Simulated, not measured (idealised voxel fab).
process module | voxel fin reveal
cross-section cut | 275 nm wide | cells 5 nm
A cross-section is a grid of square cells, given in bands from the top down. A band is one or more rows of cells.
Each band's line starts with the height of the band's top and of its bottom, in nm. Then come its materials from left to right, each with its width in nm. One material with "throughout" fills the band from edge to edge. "air" is empty space.
Height 0 is the level under which the wafer as received is all one material. The lowest band goes on downwards, as in "0 down".
A width such as "30 to 40" changes by the same amount from each row of cells to the next, from the band's top row to its bottom row.
"no change" after a step means that no cell of the cross-section changed.
closed voids: empty space of 8 cells or more with no open way to the top, each as width x height at its distance from the left edge, in nm
after a step's settings: what the simulator itself notes on the step
overlay nm, on a step with a mask: how far to the right of its planned place the mask lay; to the left if negative
plan
1 op RECEIVE | material Si
2 op CONFORMAL_DEP | material SiN | thk nm 5
3 op DIRECTIONAL_DEP | material aC | thk nm 10
4 op PATTERN | tone cover | mask id FINS | material resist | width nm 15 | pitch nm 35 | thk nm 25 | overlay nm -15
5 op DIRECTIONAL_ETCH | etch materials aC | depth nm 10
6 op STRIP | etch materials resist
7 op DIRECTIONAL_ETCH | etch materials SiN | depth nm 5
8 op DIRECTIONAL_ETCH | etch materials Si | depth nm 35
9 op STRIP | etch materials aC
10 op FILL_DEP | material SiO2 | thk nm 5
11 op CMP | height nm 5
12 op SELECTIVE_ETCH | etch materials SiO2 | depth nm 15
13 op STRIP | etch materials SiN
14 op CONFORMAL_DEP | material SiO2 | thk nm 5
varied across the wafers: overlay nm of step 4. The plan shows the first wafer's value. All wafers start alike
first wafer as received, after step 1
  0 down: Si throughout
  closed voids: none
each wafer at the end: cells of each material gained (+) or lost (-) since it was received, then its closed voids
overlay nm -15 | -322 Si | +297 SiO2 | closed voids: none
overlay nm -10 | -322 Si | +297 SiO2 | closed voids: none
overlay nm -5 | -322 Si | +297 SiO2 | closed voids: none
overlay nm 0 | -322 Si | +297 SiO2 | closed voids: none
overlay nm 5 | -322 Si | +297 SiO2 | closed voids: none
overlay nm 10 | -322 Si | +297 SiO2 | closed voids: none
overlay nm 15 | -322 Si | +297 SiO2 | closed voids: none
